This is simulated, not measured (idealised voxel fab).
The process module that follows is named voxel transistor to metal.
The figure presents cross-section cut, which has a width of 140 nm and is divided into square cells with an edge length of 5 nm.
Square cells in a grid make up a cross-section in this document, and the grid is given as bands, listed from the top down, each one or more rows of cells.
Quick guide to a band line: top height, bottom height (nm) up front; then every material left to right with its width in nm. Only one material and it's marked "everywhere"? Then it fills the band edge to edge. And "empty" just means empty space.
Counting heights begins at 0, where everything beneath is, in the wafer as received, one material. The lowest band has no bottom; it goes on downwards, as "top 0, no bottom" shows.
Width: "30->40" (first number = top row, second number = bottom row, same change from row to row of cells).
Basically "remained unchanged" means that step didn't change any cell in the cross-section.
"Closed void roster" lists enclosed empty spaces (at least 8 cells, no open path upward to the top), each as width x height at distance from the left edge, in nm.
On each step's line, the part that comes after the settings is the simulator's own comment on the step.
What "overlay nm" on a step's line means: if the step has a mask, that mask lay this far to the right of its planned place, or, when the value is negative, to the left.

Process steps foreseen in the plan:
- 1: RECEIVE with material Si
- 2: OXIDIZE with depth nm 5
- 3: CONFORMAL_DEP with material SiN, thk nm 10
- 4: PATTERN with tone cover, mask id ACTIVE, material resist, width nm 95, thk nm 15, overlay nm 0
- 5: DIRECTIONAL_ETCH with etch materials SiN, depth nm 10
- 6: DIRECTIONAL_ETCH with etch materials SiO2, depth nm 5
- 7: DIRECTIONAL_ETCH with etch materials Si, depth nm 25
- 8: STRIP with etch materials resist
- 9: OXIDIZE with depth nm 5
- 10: FILL_DEP with material SiO2, thk nm 5
- 11: CMP with height nm 10
- 12: SELECTIVE_ETCH with etch materials SiO2, depth nm 10
- 13: STRIP with etch materials SiN
- 14: SELECTIVE_ETCH with etch materials SiO2, depth nm 5
- 15: OXIDIZE with depth nm 5
- 16: DIRECTIONAL_DEP with material polySi, thk nm 25
- 17: DIRECTIONAL_DEP with material SiCN, thk nm 15
- 18: PATTERN with tone cover, mask id GATE, material resist, width nm 15, thk nm 20, overlay nm 0
- 19: DIRECTIONAL_ETCH with etch materials SiCN, depth nm 25
- 20: DIRECTIONAL_ETCH with etch materials polySi, depth nm 35
- 21: STRIP with etch materials resist
- 22: CONFORMAL_DEP with material SiO2, thk nm 5
- 23: DIRECTIONAL_ETCH with etch materials SiO2, depth nm 5
- 24: CONFORMAL_DEP with material SiN, thk nm 5
- 25: DIRECTIONAL_ETCH with etch materials SiN, depth nm 5
- 26: DIRECTIONAL_ETCH with etch materials SiO2, depth nm 5
- 27: DIRECTIONAL_ETCH with etch materials Si, depth nm 10
- 28: EPI with material SiGe, thk nm 10
- 29: FILL_DEP with material SiO2, thk nm 10
- 30: CMP with height nm 35
- 31: DIRECTIONAL_DEP with material SiO2, thk nm 15
- 32: MASKED_ETCH with tone open, mask id CONTACT, width nm 20, pitch nm 75, etch materials SiO2, depth nm 60, overlay nm 0
- 33: CONFORMAL_DEP with material TiN, thk nm 5
- 34: FILL_DEP with material W, thk nm 5
- 35: CMP with height nm 50
- 36: CONFORMAL_DEP with material SiN, thk nm 5
- 37: DIRECTIONAL_DEP with material SiO2, thk nm 25
- 38: MASKED_ETCH with tone open, mask id METAL_1, width nm 20, pitch nm 75, etch materials SiO2, depth nm 25, overlay nm 0
- 39: MASKED_ETCH with tone open, mask id METAL_1, width nm 20, pitch nm 75, etch materials SiN, depth nm 5, overlay nm 0
- 40: CONFORMAL_DEP with material TiN, thk nm 5
- 41: FILL_DEP with material Cu, thk nm 10
- 42: CMP with height nm 80
- 43: CONFORMAL_DEP with material SiCN, thk nm 5
- 44: DIRECTIONAL_DEP with material SiO2, thk nm 35
- 45: MASKED_ETCH with tone open, mask id METAL_2_HOLES, width nm 15, pitch nm 75, etch materials SiO2, depth nm 35, overlay nm 0
- 46: DIRECTIONAL_DEP with material aC, thk nm 15
- 47: PATTERN with tone open, mask id METAL_2, material resist, width nm 20, pitch nm 75, thk nm 35, overlay nm 0
- 48: DIRECTIONAL_ETCH with etch materials aC, depth nm 15
- 49: STRIP with etch materials resist
- 50: DIRECTIONAL_ETCH with etch materials SiO2, depth nm 20
- 51: DIRECTIONAL_ETCH with etch materials SiCN, depth nm 5
- 52: STRIP with etch materials aC
- 53: CONFORMAL_DEP with material TiN, thk nm 5
- 54: FILL_DEP with material Ru, thk nm 10
- 55: CMP with height nm 120
- 56: CONFORMAL_DEP with material SiN, thk nm 5
Across this set of wafers, the varied parameter is the width nm of step 4. Starting conditions are identical for every wafer, and the plan reports the value assigned to the first wafer.

First wafer of several, as received: cross-section after step 1:
top 0, no bottom  Si everywhere
Closed void roster: none

Cross-section of the first of several wafers, taken after step 56, where the module ends:
top 125, bottom 120  SiN everywhere
top 120, bottom 105  20 SiO2 / 5 TiN / 10 Ru / 5 TiN / 55 SiO2 / 5 TiN / 10 Ru / 5 TiN / 25 SiO2
top 105, bottom 100  20 SiO2 / 5 TiN / 5 Ru / 10 TiN / 55 SiO2 / 5 TiN / 5 Ru / 10 TiN / 25 SiO2
top 100, bottom 85  20 SiO2 / 5 TiN / 5 Ru / 5 TiN / 60 SiO2 / 5 TiN / 5 Ru / 5 TiN / 30 SiO2
top 85, bottom 80  20 SiCN / 15 TiN / 60 SiCN / 15 TiN / 30 SiCN
top 80, bottom 55  20 SiO2 / 5 TiN / 10 Cu / 5 TiN / 55 SiO2 / 5 TiN / 10 Cu / 5 TiN / 25 SiO2
top 55, bottom 50  20 SiN / 20 TiN / 55 SiN / 20 TiN / 25 SiN
top 50, bottom 35  20 SiO2 / 5 TiN / 10 W / 5 TiN / 55 SiO2 / 5 TiN / 10 W / 5 TiN / 25 SiO2
top 35, bottom 20  20 SiO2 / 5 TiN / 10 W / 5 TiN / 10 SiO2 / 5 SiN / 5 SiO2 / 15 SiCN / 5 SiO2 / 5 SiN / 10 SiO2 / 5 TiN / 10 W / 5 TiN / 25 SiO2
top 20, bottom 0  20 SiO2 / 5 TiN / 10 W / 5 TiN / 10 SiO2 / 5 SiN / 5 SiO2 / 15 polySi / 5 SiO2 / 5 SiN / 10 SiO2 / 5 TiN / 10 W / 5 TiN / 25 SiO2
top 0, bottom -5  20 SiO2 / 5 TiN / 10 W / 5 TiN / 10 SiGe / 5 SiN / 5 SiO2 / 15 polySi / 5 SiO2 / 5 SiN / 10 SiGe / 5 TiN / 10 W / 5 TiN / 25 SiO2
top -5, bottom -10  20 SiO2 / 20 TiN / 10 SiGe / 35 SiO2 / 10 SiGe / 20 TiN / 25 SiO2
top -10, bottom -20  25 SiO2 / 25 SiGe / 35 Si / 25 SiGe / 30 SiO2
top -20, bottom -35  25 SiO2 / 85 Si / 30 SiO2
top -35, no bottom  Si everywhere
Closed void roster: none

Last wafer of the set, cross-sectioned at end of module:
top 125, bottom 120  SiN everywhere
top 120, bottom 105  20 SiO2 / 5 TiN / 10 Ru / 5 TiN / 55 SiO2 / 5 TiN / 10 Ru / 5 TiN / 25 SiO2
top 105, bottom 100  20 SiO2 / 5 TiN / 5 Ru / 10 TiN / 55 SiO2 / 5 TiN / 5 Ru / 10 TiN / 25 SiO2
top 100, bottom 85  20 SiO2 / 5 TiN / 5 Ru / 5 TiN / 60 SiO2 / 5 TiN / 5 Ru / 5 TiN / 30 SiO2
top 85, bottom 80  20 SiCN / 15 TiN / 60 SiCN / 15 TiN / 30 SiCN
top 80, bottom 55  20 SiO2 / 5 TiN / 10 Cu / 5 TiN / 55 SiO2 / 5 TiN / 10 Cu / 5 TiN / 25 SiO2
top 55, bottom 50  20 SiN / 20 TiN / 55 SiN / 20 TiN / 25 SiN
top 50, bottom 35  20 SiO2 / 5 TiN / 10 W / 5 TiN / 55 SiO2 / 5 TiN / 10 W / 5 TiN / 25 SiO2
top 35, bottom 20  20 SiO2 / 5 TiN / 10 W / 5 TiN / 10 SiO2 / 5 SiN / 5 SiO2 / 15 SiCN / 5 SiO2 / 5 SiN / 10 SiO2 / 5 TiN / 10 W / 5 TiN / 25 SiO2
top 20, bottom 0  20 SiO2 / 5 TiN / 10 W / 5 TiN / 10 SiO2 / 5 SiN / 5 SiO2 / 15 polySi / 5 SiO2 / 5 SiN / 10 SiO2 / 5 TiN / 10 W / 5 TiN / 25 SiO2
top 0, bottom -5  20 SiO2 / 5 TiN / 10 W / 5 TiN / 10 SiGe / 5 SiN / 5 SiO2 / 15 polySi / 5 SiO2 / 5 SiN / 10 SiGe / 5 TiN / 10 W / 5 TiN / 25 SiO2
top -5, bottom -10  20 SiO2 / 20 TiN / 10 SiGe / 35 SiO2 / 10 SiGe / 20 TiN / 25 SiO2
top -10, bottom -20  20 SiO2 / 30 SiGe / 35 Si / 35 SiGe / 20 SiO2
top -20, bottom -35  20 SiO2 / 100 Si / 20 SiO2
top -35, no bottom  Si everywhere
Closed void roster: none

Below, a row for every wafer. Read it as the end-of-module picture: for each material the wafer shows its cells gained (+) or lost (-) since it was received, and then its closed voids:
width nm 95 | +20 Cu | +20 Ru | -131 Si | +31 SiCN | +28 SiGe | +64 SiN | +493 SiO2 | +116 TiN | +44 W | +15 polySi | Closed void roster: none
width nm 100 | +20 Cu | +20 Ru | -128 Si | +31 SiCN | +30 SiGe | +64 SiN | +488 SiO2 | +116 TiN | +44 W | +15 polySi | Closed void roster: none
width nm 105 | +20 Cu | +20 Ru | -125 Si | +31 SiCN | +32 SiGe | +64 SiN | +483 SiO2 | +116 TiN | +44 W | +15 polySi | Closed void roster: none
width nm 110 | +20 Cu | +20 Ru | -122 Si | +31 SiCN | +34 SiGe | +64 SiN | +478 SiO2 | +116 TiN | +44 W | +15 polySi | Closed void roster: none
